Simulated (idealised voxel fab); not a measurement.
process module | voxel fin reveal
cross-section cut | 275 nm wide | cells 5 nm
A cross-section is a grid of square cells, given in bands from the top down. A band is one or more rows of cells.
Each band's line starts with the height of the band's top and of its bottom, in nm. Then come its materials from left to right, each with its width in nm. One material with "throughout" fills the band from edge to edge. "air" is empty space.
Height 0 is the level under which the wafer as received is all one material. The lowest band goes on downwards, as in "0 down".
A width such as "30 to 40" changes by the same amount from each row of cells to the next, from the band's top row to its bottom row.
"no change" after a step means that no cell of the cross-section changed.
closed voids: empty space of 8 cells or more with no open way to the top, each as width x height at its distance from the left edge, in nm
after a step's settings: what the simulator itself notes on the step
overlay nm, on a step with a mask: how far to the right of its planned place the mask lay; to the left if negative
plan
1 op RECEIVE | material Si
2 op CONFORMAL_DEP | material SiN | thk nm 5
3 op MASKED_ETCH | tone cover | mask id FINS | width nm 15 | pitch nm 40 | etch materials SiN | depth nm 5 | overlay nm 0
4 op MASKED_ETCH | tone cover | mask id FINS | width nm 15 | pitch nm 40 | etch materials Si | depth nm 30 | overlay nm 0
5 op OXIDIZE | depth nm 5
6 op FILL_DEP | material SiO2 | thk nm 15
7 op CMP | height nm 5
8 op SELECTIVE_ETCH | etch materials SiO2 | depth nm 15
9 op STRIP | etch materials SiN
10 op CONFORMAL_DEP | material SiO2 | thk nm 5
as received, after step 1
  0 down: Si throughout
  closed voids: none
first wafer at the end, as planned
  5 to 0: air 110 | SiO2 15 | air 25 | SiO2 15 | air 110
  0 to -5: air 110 | SiO2 5 | Si 5 | SiO2 5 | air 25 | SiO2 5 | Si 5 | SiO2 5 | air 110
  -5 to -35: SiO2 115 | Si 5 | SiO2 35 | Si 5 | SiO2 115
  -35 down: Si throughout
  closed voids: none
second wafer at the end: like start, like plan, one mistake
  5 to 0: SiO2 110 | air 15 | SiO2 25 | air 15 | SiO2 110
  0 to -5: Si 105 | SiO2 25 | Si 15 | SiO2 25 | Si 105
  -5 down: Si throughout
  closed voids: none
what went wrong: step 3 ran as: op MASKED_ETCH | tone open | mask id FINS | width nm 15 | pitch nm 40 | etch materials SiN | depth nm 5 | overlay nm 0
at the end the second wafer has, in cells: 361 more of Si | 269 fewer of SiO2
